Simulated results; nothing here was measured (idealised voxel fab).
Process module heading - voxel self aligned vias
The cross-section on display is named cut; it measures 285 nm wide, and its cells are 5 nm squares.
Cross-section spec: square-cell grid; bands listed top down; each band is one or more rows.
Basically the band line says how high the top is and how high the bottom is, in nm, and then what's in it from left to right, every material with its width in nm. Empty space shows up as "air", and if a single material carries "throughout" it runs the full band edge to edge.
Convention: height 0 is the level below which the wafer, as received, is all one material. The lowest band does not terminate at the bottom but continues downward, represented as "0 nm and below".
Per-row width for "30->40": begins at first number (top row of band), ends at second number (bottom row), increment between rows held constant.
No cell of the cross-section changed in a step that is given as "remained the same".
For the entry "Sealed void list", the listed items are empty spaces with no open way to the top whose size is 8 cells or more; each item follows the pattern width x height at distance, where distance is from the left edge and all three are in nm.
Read whatever lies past the settings on a step's line as the simulator's own remark about the step.
On any step carrying a mask, the "overlay nm" setting, if present on the step's line, tells how far right of its planned place the mask lay; negative values point to the left.
Set out below are the planned steps of the process:
1) RECEIVE with material Si
2) CONFORMAL_DEP with material SiO2, thk nm 10
3) CONFORMAL_DEP with material SiCN, thk nm 5
4) DIRECTIONAL_DEP with material lowk, thk nm 25
5) PATTERN with tone open, mask id LINES, material resist, width nm 25, pitch nm 70, thk nm 15, overlay nm 0
6) DIRECTIONAL_ETCH with etch materials lowk, depth nm 25
7) STRIP with etch materials resist
8) CONFORMAL_DEP with material TiN, thk nm 5
9) FILL_DEP with material Ru, thk nm 10
10) CMP with height nm 40
11) SELECTIVE_ETCH with etch materials W Ru TiN, depth nm 5
12) FILL_DEP with material SiN, thk nm 10
13) CMP with height nm 40
14) DIRECTIONAL_DEP with material lowk, thk nm 20
15) DIRECTIONAL_DEP with material aC, thk nm 15
16) PATTERN with tone open, mask id VIAS, material resist, width nm 45, pitch nm 70, thk nm 30, overlay nm 0
17) DIRECTIONAL_ETCH with etch materials aC, depth nm 15
18) STRIP with etch materials resist
19) DIRECTIONAL_ETCH with etch materials lowk, depth nm 20
20) DIRECTIONAL_ETCH with etch materials SiN, depth nm 5
21) STRIP with etch materials aC
22) CONFORMAL_DEP with material TiN, thk nm 5
23) FILL_DEP with material Cu, thk nm 10
24) CMP with height nm 60
25) CONFORMAL_DEP with material SiCN, thk nm 5
Wafer as received: cross-section following step 1:
0 nm and below | Si throughout
Sealed void list: none
A wafer at the end: this start, this plan, one mistake:
65 nm to 60 nm | SiCN throughout
60 nm to 40 nm | 85 of lowk, then 5 of TiN, then 35 of Cu, then 5 of TiN, then 25 of lowk, then 5 of TiN, then 35 of Cu, then 5 of TiN, then 85 of lowk
40 nm to 35 nm | 85 of lowk, then 45 of TiN, then 25 of lowk, then 45 of TiN, then 85 of lowk
35 nm to 20 nm | 95 of lowk, then 5 of TiN, then 15 of Ru, then 5 of TiN, then 45 of lowk, then 5 of TiN, then 15 of Ru, then 5 of TiN, then 95 of lowk
20 nm to 15 nm | 95 of lowk, then 25 of TiN, then 45 of lowk, then 25 of TiN, then 95 of lowk
15 nm to 10 nm | SiCN throughout
10 nm to 0 nm | SiO2 throughout
0 nm and below | Si throughout
Sealed void list: none
Finding, execution versus plan: step 19 deviated from plan and actually ran as DIRECTIONAL_ETCH with etch materials lowk, depth nm 25
